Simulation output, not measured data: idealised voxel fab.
You're looking at the process module voxel double patterning.
Section shown: cut. Width: 280 nm. Cell size: 5 nm, square.
A cross-section is a grid of square cells, given in bands from the top down. A band is one or more rows of cells.
Quick guide to a band line: top height, bottom height (nm) up front; then every material left to right with its width in nm. Only one material and it's marked "all across"? Then it fills the band edge to edge. And "blank" just means empty space.
We count height from 0. Below that, the starting wafer is all one material. The lowest band never ends at the bottom but goes on down; see "from 0 down" for how that is written.
A width given as "30->40" starts at the first number in the band's top row and ends at the second number in its bottom row, shifting by an equal amount at every step from row to row.
Step note "nothing altered" = no cross-section cell changed.
Empty spaces without an open route to the top, at least 8 cells in extent, make up the entry "Closed void entries"; each is given as width x height at distance, where the distance is measured from the left edge, and all are in nm.
On a step's line, text after the settings is the simulator commenting on that step.
overlay nm: where the mask lay relative to plan, measured to the right, on steps with a mask; negatives go left.

[Planned step list for the process]
1: op RECEIVE | material Si
2: op CONFORMAL_DEP | material SiO2 | thk nm 5
3: op DIRECTIONAL_DEP | material W | thk nm 10
4: op DIRECTIONAL_DEP | material SiN | thk nm 10
5: op MASKED_ETCH | tone open | mask id FIRST | width nm 15 | pitch nm 50 | etch materials SiN | depth nm 10 | overlay nm 0
6: op PATTERN | tone open | mask id SECOND | material resist | width nm 15 | pitch nm 50 | thk nm 15 | overlay nm 0
7: op DIRECTIONAL_ETCH | etch materials SiN | depth nm 10
8: op STRIP | etch materials resist
9: op DIRECTIONAL_ETCH | etch materials W | depth nm 10
10: op STRIP | etch materials SiN

[Received-state cross-section, reflecting completion of step 1]
from 0 down = Si all across
Closed void entries: none

[first wafer at the end, as planned]
from 15 to 5 = 80 nm W | 15 nm blank | 10 nm W | 15 nm blank | 10 nm W | 15 nm blank | 10 nm W | 15 nm blank | 10 nm W | 15 nm blank | 85 nm W
from 5 to 0 = SiO2 all across
from 0 down = Si all across
Closed void entries: none

[Cross-sectional view of the second of two wafers upon completion of the module. This wafer shared its starting condition and process plan with the first; one error was made during its execution]
from 15 to 5 = 80 nm W | 15 nm blank | 10 nm W | 15 nm blank | 10 nm W | 15 nm blank | 10 nm W | 15 nm blank | 10 nm W | 15 nm blank | 85 nm W
from 5 to 0 = W all across
from 0 down = Si all across
Closed void entries: none
In executing the process, a mistake was made relative to the plan: in deviation from the planned setting, step 2 was conducted as op CONFORMAL_DEP | material W | thk nm 5
Looking at both finished wafers in cells, the second ends up ahead of or behind the first on some materials: -56 SiO2; +56 W
